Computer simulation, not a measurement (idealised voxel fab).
process module | voxel ribs on slabs
cross-section cut | 200 nm wide | cells 5 nm
A cross-section is a grid of square cells, given in bands from the top down. A band is one or more rows of cells.
Each band's line starts with the height of the band's top and of its bottom, in nm. Then come its materials from left to right, each with its width in nm. One material with "throughout" fills the band from edge to edge. "air" is empty space.
Height 0 is the level under which the wafer as received is all one material. The lowest band goes on downwards, as in "0 down".
A width such as "30 to 40" changes by the same amount from each row of cells to the next, from the band's top row to its bottom row.
"no change" after a step means that no cell of the cross-section changed.
closed voids: empty space of 8 cells or more with no open way to the top, each as width x height at its distance from the left edge, in nm
after a step's settings: what the simulator itself notes on the step
overlay nm, on a step with a mask: how far to the right of its planned place the mask lay; to the left if negative
plan
1 op RECEIVE | material Si
2 op DIRECTIONAL_DEP | material SiO2 | thk nm 25
3 op DIRECTIONAL_DEP | material polySi | thk nm 25
4 op PATTERN | tone cover | mask id RIB | material resist | width nm 15 | thk nm 15 | overlay nm 0
5 op DIRECTIONAL_ETCH | etch materials polySi | depth nm 15
6 op STRIP | etch materials resist
7 op PATTERN | tone cover | mask id SLAB | material resist | width nm 45 | thk nm 20 | overlay nm 0
8 op DIRECTIONAL_ETCH | etch materials polySi | depth nm 10
9 op STRIP | etch materials resist
10 op FILL_DEP | material SiO2 | thk nm 25
11 op CMP | height nm 70
12 op DIRECTIONAL_DEP | material W | thk nm 5
13 op DIRECTIONAL_DEP | material aC | thk nm 10
14 op PATTERN | tone cover | mask id HEATER | material resist | width nm 25 | thk nm 25 | overlay nm 0
15 op DIRECTIONAL_ETCH | etch materials aC | depth nm 10
16 op STRIP | etch materials resist
17 op DIRECTIONAL_ETCH | etch materials W | depth nm 5
18 op STRIP | etch materials aC
19 op CONFORMAL_DEP | material SiN | thk nm 5
first wafer, as planned
as received, after step 1
  0 down: Si throughout
  closed voids: none
after step 2
  25 to 0: SiO2 throughout
  below 0: unchanged
after step 3
  50 to 25: polySi throughout
  below 25: unchanged
after step 4
  65 to 50: air 90 | resist 15 | air 95
  below 50: unchanged
after step 5
  65 to 50: air 90 | resist 15 | air 95
  50 to 35: air 90 | polySi 15 | air 95
  below 35: unchanged
after step 6
  50 to 35: air 90 | polySi 15 | air 95
  below 35: unchanged
after step 7
  70 to 50: air 75 | resist 45 | air 80
  50 to 35: air 75 | resist 15 | polySi 15 | resist 15 | air 80
  below 35: unchanged
after step 8
  70 to 50: air 75 | resist 45 | air 80
  50 to 35: air 75 | resist 15 | polySi 15 | resist 15 | air 80
  35 to 25: air 75 | polySi 45 | air 80
  below 25: unchanged
after step 9
  50 to 35: air 90 | polySi 15 | air 95
  below 35: unchanged
after step 10
  75 to 50: SiO2 throughout
  50 to 35: SiO2 90 | polySi 15 | SiO2 95
  35 to 25: SiO2 75 | polySi 45 | SiO2 80
  below 25: unchanged
after step 11
  70 to 50: SiO2 throughout
  below 50: unchanged
after step 12
  75 to 70: W throughout
  below 70: unchanged
after step 13
  85 to 75: aC throughout
  below 75: unchanged
after step 14
  110 to 85: air 85 | resist 25 | air 90
  below 85: unchanged
after step 15
  100 to 85: air 85 | resist 25 | air 90
  85 to 75: air 85 | aC 25 | air 90
  below 75: unchanged
after step 16
  85 to 75: air 85 | aC 25 | air 90
  below 75: unchanged
after step 17
  85 to 75: air 85 | aC 25 | air 90
  75 to 70: air 85 | W 25 | air 90
  below 70: unchanged
after step 18
  75 to 70: air 85 | W 25 | air 90
  below 70: unchanged
after step 19
  80 to 75: air 80 | SiN 35 | air 85
  75 to 70: SiN 85 | W 25 | SiN 90
  below 70: unchanged
second wafer: like start, like plan, one mistake. Through step 6 it matches the first wafer
when step 7 should have ended
  70 to 50: air 80 | resist 45 | air 75
  50 to 35: air 80 | resist 10 | polySi 15 | resist 20 | air 75
  below 35: unchanged
when step 8 should have ended
  70 to 50: air 80 | resist 45 | air 75
  50 to 35: air 80 | resist 10 | polySi 15 | resist 20 | air 75
  35 to 25: air 80 | polySi 45 | air 75
  below 25: unchanged
when step 9 should have ended
  50 to 35: air 90 | polySi 15 | air 95
  below 35: unchanged
when step 10 should have ended
  75 to 50: SiO2 throughout
  50 to 35: SiO2 90 | polySi 15 | SiO2 95
  35 to 25: SiO2 80 | polySi 45 | SiO2 75
  below 25: unchanged
when step 11 should have ended
  70 to 50: SiO2 throughout
  below 50: unchanged
when step 12 should have ended
  75 to 70: W throughout
  below 70: unchanged
when step 13 should have ended
  85 to 75: aC throughout
  below 75: unchanged
when step 14 should have ended
  110 to 85: air 85 | resist 25 | air 90
  below 85: unchanged
when step 15 should have ended
  100 to 85: air 85 | resist 25 | air 90
  85 to 75: air 85 | aC 25 | air 90
  below 75: unchanged
when step 16 should have ended
  85 to 75: air 85 | aC 25 | air 90
  below 75: unchanged
when step 17 should have ended
  85 to 75: air 85 | aC 25 | air 90
  75 to 70: air 85 | W 25 | air 90
  below 70: unchanged
when step 18 should have ended
  75 to 70: air 85 | W 25 | air 90
  below 70: unchanged
when step 19 should have ended
  80 to 75: air 80 | SiN 35 | air 85
  75 to 70: SiN 85 | W 25 | SiN 90
  below 70: unchanged
what went wrong: step 7 ran as: op PATTERN | tone cover | mask id SLAB | material resist | width nm 45 | thk nm 20 | overlay nm 5
at the end the second wafer has, in cells: as many of each material as the first, in other places
